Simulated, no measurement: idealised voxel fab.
Process module under the name voxel air gaps
It is cross-section cut that appears here, measuring 280 nm in width, its square cells being 5 nm in size.
Square cells in a grid make up a cross-section in this document, and the grid is given as bands, listed from the top down, each one or more rows of cells.
Quick guide to a band line: top height, bottom height (nm) up front; then every material left to right with its width in nm. Only one material and it's marked "all across"? Then it fills the band edge to edge. And "blank" just means empty space.
Heights from 0 (as-received wafer is one material below). Bottom band endless downward, as "from 0 down".
The notation "30 to 40" denotes a width that varies across the rows of cells in the band, beginning at the first number in the top row, finishing at the second number in the bottom row, and changing by an identical amount from each row to the next.
"remained unchanged" means the step left every cell of the cross-section as it was.
Under "Sealed void listing" you'll find the enclosed gaps, the ones with no way out to the top, that are 8 cells or bigger; each reads width x height at distance, with distance counted from the left edge, everything in nm.
Step line, after settings: the simulator's comment on this step.
"overlay nm", when on a step's line for a step with a mask, measures how far to the right of its planned place the mask lay; a negative measure means to the left.
# So here's the lineup of process steps we planned
1,op RECEIVE | material Si
2,op CONFORMAL_DEP | material SiO2 | thk nm 10
3,op CONFORMAL_DEP | material SiN | thk nm 5
4,op DIRECTIONAL_DEP | material lowk | thk nm 40
5,op PATTERN | tone open | mask id LINES | material resist | width nm 20 | pitch nm 45 | thk nm 15 | overlay nm 0
6,op DIRECTIONAL_ETCH | etch materials lowk | depth nm 40
7,op STRIP | etch materials resist
8,op CONFORMAL_DEP | material TiN | thk nm 5
9,op FILL_DEP | material Ru | thk nm 10
10,op CMP | height nm 55
11,op EPI | material Ru | thk nm 10
12,op SELECTIVE_ETCH | etch materials lowk | depth nm 50
13,op CONFORMAL_DEP | material SiCN | thk nm 5
# Wafer cross-section on receipt, i.e. after step 1
> from 0 down = Si all across
> Sealed void listing: none
# As-planned run: cross-section of the first of two wafers at end of module
> from 70 to 65 = blank 45 nm, then SiCN 185 nm, then blank 50 nm
> from 65 to 55 = blank 45 nm, then SiCN 5 nm, then Ru 40 nm, then SiCN 5 nm, then Ru 40 nm, then SiCN 5 nm, then Ru 40 nm, then SiCN 5 nm, then Ru 40 nm, then SiCN 5 nm, then blank 50 nm
> from 55 to 50 = blank 45 nm, then SiCN 15 nm, then TiN 5 nm, then Ru 10 nm, then TiN 5 nm, then SiCN 25 nm, then TiN 5 nm, then Ru 10 nm, then TiN 5 nm, then SiCN 25 nm, then TiN 5 nm, then Ru 10 nm, then TiN 5 nm, then SiCN 25 nm, then TiN 5 nm, then Ru 10 nm, then TiN 5 nm, then SiCN 15 nm, then blank 50 nm
> from 50 to 20 = blank 55 nm, then SiCN 5 nm, then TiN 5 nm, then Ru 10 nm, then TiN 5 nm, then SiCN 5 nm, then blank 15 nm, then SiCN 5 nm, then TiN 5 nm, then Ru 10 nm, then TiN 5 nm, then SiCN 5 nm, then blank 15 nm, then SiCN 5 nm, then TiN 5 nm, then Ru 10 nm, then TiN 5 nm, then SiCN 5 nm, then blank 15 nm, then SiCN 5 nm, then TiN 5 nm, then Ru 10 nm, then TiN 5 nm, then SiCN 5 nm, then blank 60 nm
> from 20 to 15 = SiCN 60 nm, then TiN 20 nm, then SiCN 25 nm, then TiN 20 nm, then SiCN 25 nm, then TiN 20 nm, then SiCN 25 nm, then TiN 20 nm, then SiCN 65 nm
> from 15 to 10 = SiN all across
> from 10 to 0 = SiO2 all across
> from 0 down = Si all across
> Sealed void listing: 15 x 30 at 85; 15 x 30 at 130; 15 x 30 at 175
# Wafer two cross-section, module end. Start and plan unchanged from wafer one; one mistake made during the run
> from 70 to 65 = blank 45 nm, then SiCN 185 nm, then blank 50 nm
> from 65 to 55 = blank 45 nm, then SiCN 5 nm, then Ru 40 nm, then SiCN 5 nm, then Ru 40 nm, then SiCN 5 nm, then Ru 40 nm, then SiCN 5 nm, then Ru 40 nm, then SiCN 5 nm, then blank 50 nm
> from 55 to 50 = blank 45 nm, then SiCN 15 nm, then TiN 5 nm, then Ru 10 nm, then TiN 5 nm, then SiCN 25 nm, then TiN 5 nm, then Ru 10 nm, then TiN 5 nm, then SiCN 25 nm, then TiN 5 nm, then Ru 10 nm, then TiN 5 nm, then SiCN 25 nm, then TiN 5 nm, then Ru 10 nm, then TiN 5 nm, then SiCN 15 nm, then blank 50 nm
> from 50 to 20 = blank 55 nm, then SiCN 5 nm, then TiN 5 nm, then Ru 10 nm, then TiN 5 nm, then SiCN 5 nm, then blank 15 nm, then SiCN 5 nm, then TiN 5 nm, then Ru 10 nm, then TiN 5 nm, then SiCN 5 nm, then blank 15 nm, then SiCN 5 nm, then TiN 5 nm, then Ru 10 nm, then TiN 5 nm, then SiCN 5 nm, then blank 15 nm, then SiCN 5 nm, then TiN 5 nm, then Ru 10 nm, then TiN 5 nm, then SiCN 5 nm, then blank 60 nm
> from 20 to 15 = SiCN 60 nm, then TiN 20 nm, then SiCN 25 nm, then TiN 20 nm, then SiCN 25 nm, then TiN 20 nm, then SiCN 25 nm, then TiN 20 nm, then SiCN 65 nm
> from 15 to 10 = SiN all across
> from 10 to 0 = Ru all across
> from 0 down = Si all across
> Sealed void listing: 15 x 30 at 85; 15 x 30 at 130; 15 x 30 at 175
The plan and the run diverged here: contrary to plan, step 2 was performed as op CONFORMAL_DEP | material Ru | thk nm 10
End of process, cell counts, second wafer against first, materials with more or fewer: Ru: 112 more, SiO2: 112 fewer
